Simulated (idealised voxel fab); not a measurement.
You're looking at the process module voxel released beams.
Shown is cross-section cut, with a width of 265 nm and square cells of size 5 nm.
How to read a cross-section here: the picture is a grid of square cells, written as bands going from the top down, and any band can span one or more rows of cells. Top height, bottom height, nm. Materials left to right, width each, nm. Single material + "everywhere" = fills band edge to edge. "air" = empty. Heights are expressed relative to 0, this being the level below which the as-received wafer comprises one material exclusively. The lowest band is unbounded in the downward direction and is denoted as in "top 0, no bottom". A two-number width, for instance "30 to 40", indicates that the width is equal to the first number in the top row of the band and to the second number in the bottom row, and that it changes by a constant amount per row of cells. "no change occurred" after a step means that no cell of the cross-section changed. Entry "Enclosed cavities" = empty spaces >= 8 cells with no open way to the top; each as width x height at distance, distance from left edge, all nm. Heads up: the bit after the settings on a step's line is the simulator's remark on that step. Among the settings permitted on a step's line is "overlay nm"; applied to a step with a mask, it specifies the extent to which the mask lay to the right of its planned position, whereas a negative figure signifies a position to the left.

# The steps planned for the process are as follows
step 1: RECEIVE: material Si
step 2: CONFORMAL_DEP: material SiN, thk nm 10
step 3: DIRECTIONAL_DEP: material SiO2, thk nm 15
step 4: PATTERN: tone open, mask id ANCHOR, material resist, width nm 40, thk nm 15, overlay nm 0
step 5: DIRECTIONAL_ETCH: etch materials SiO2, depth nm 15
step 6: STRIP: etch materials resist
step 7: CONFORMAL_DEP: material W, thk nm 15
step 8: DIRECTIONAL_DEP: material aC, thk nm 10
step 9: PATTERN: tone cover, mask id BEAM, material resist, width nm 90, thk nm 30, overlay nm 0
step 10: DIRECTIONAL_ETCH: etch materials aC, depth nm 10
step 11: STRIP: etch materials resist
step 12: DIRECTIONAL_ETCH: etch materials W, depth nm 15
step 13: STRIP: etch materials aC
step 14: STRIP: etch materials SiO2

# The cross-section here shows the wafer as received, i.e. in its state after step 1
top 0, no bottom: Si everywhere
Enclosed cavities: none

# First wafer of two, sectioned at end of module; run went per plan
top 40, bottom 25: air: 85 / W: 20 / air: 10 / W: 60 / air: 90
top 25, bottom 10: air: 90 / W: 40 / air: 135
top 10, bottom 0: SiN everywhere
top 0, no bottom: Si everywhere
Enclosed cavities: none

# So this is wafer number two of the two, cut at the end of the module - it started where the first did and had the same plan, we just got one thing wrong running it
top 40, bottom 25: air: 85 / W: 60 / air: 120
top 25, bottom 10: air: 75 / W: 15 / SiO2: 40 / W: 45 / air: 90
top 10, bottom 0: SiN everywhere
top 0, no bottom: Si everywhere
Enclosed cavities: none
Want to know what went wrong? note that step 4 departed from the planned setting and was carried out as PATTERN: tone cover, mask id ANCHOR, material resist, width nm 40, thk nm 15, overlay nm 0
Final cells, second wafer relative to first, materials higher or lower: SiO2: 24 more
